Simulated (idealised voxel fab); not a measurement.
The process module that follows is named voxel ribs on slabs.
Square cell edge 5 nm, section width 170 nm, ID cut.
In what follows, cross-sections appear as grids of square cells, described through bands that run from the top down, where every band is one or more rows of cells. Top height, bottom height, nm. Materials left to right, width each, nm. Single material + "edge to edge" = fills band edge to edge. "blank" = empty. All heights in this document are referenced to 0, defined as the level beneath which the wafer, as received, consists entirely of one material. The lowest band is not bounded below; it extends indefinitely downward and is written in the form "0..down". It should be noted that a width expressed as "30 to 40" varies in equal increments from row to row of cells within the band, taking the value of the first number at the top row and that of the second number at the bottom row. The designation "remained unchanged", where it is given for a processing step, indicates that no cell of the cross-section was altered in the course of that step. "Enclosed cavities" - sealed voids, min. 8 cells, no opening to top; format: width x height at distance (distance from left edge; nm throughout). Post-settings text on a step line: simulator's own remark regarding the step. The line of a step may include "overlay nm". On a step with a mask, this value is how far to the right of its planned place the mask lay. A negative value means the mask lay to the left.
The process steps that were planned are listed below:
1,RECEIVE (material Si)
2,DIRECTIONAL_DEP (material SiO2; thk nm 30)
3,DIRECTIONAL_DEP (material SiN; thk nm 15)
4,PATTERN (tone cover; mask id RIB; material resist; width nm 30; thk nm 20; overlay nm 0)
5,DIRECTIONAL_ETCH (etch materials SiN; depth nm 10)
6,STRIP (etch materials resist)
7,DIRECTIONAL_DEP (material aC; thk nm 10)
8,PATTERN (tone cover; mask id SLAB; material resist; width nm 60; thk nm 25; overlay nm 0)
9,DIRECTIONAL_ETCH (etch materials aC; depth nm 10)
10,STRIP (etch materials resist)
11,DIRECTIONAL_ETCH (etch materials SiN; depth nm 5)
12,STRIP (etch materials aC)
13,FILL_DEP (material SiO2; thk nm 30)
14,CMP (height nm 65)
15,DIRECTIONAL_DEP (material W; thk nm 5)
16,PATTERN (tone cover; mask id HEATER; material resist; width nm 40; thk nm 20; overlay nm 0)
17,DIRECTIONAL_ETCH (etch materials W; depth nm 5)
18,STRIP (etch materials resist)
19,CONFORMAL_DEP (material SiN; thk nm 10)
As received (post step 1): cross-section:
    0..down  Si edge to edge
    Enclosed cavities: none
Figure: cross-sectional view of the wafer upon completion of the module, processed from the initial state and according to the plan depicted above, with one error introduced during execution:
    80..75  blank 55 nm | SiN 60 nm | blank 55 nm
    75..70  SiN edge to edge
    70..65  SiN 65 nm | W 40 nm | SiN 65 nm
    65..50  SiO2 edge to edge
    50..40  SiO2 70 nm | SiN 30 nm | SiO2 70 nm
    40..35  SiO2 55 nm | SiN 60 nm | SiO2 55 nm
    35..30  SiN edge to edge
    30..0  SiO2 edge to edge
    0..down  Si edge to edge
    Enclosed cavities: none
Run error: step 3 ran differently from the plan; actual operation with settings: DIRECTIONAL_DEP (material SiN; thk nm 20)
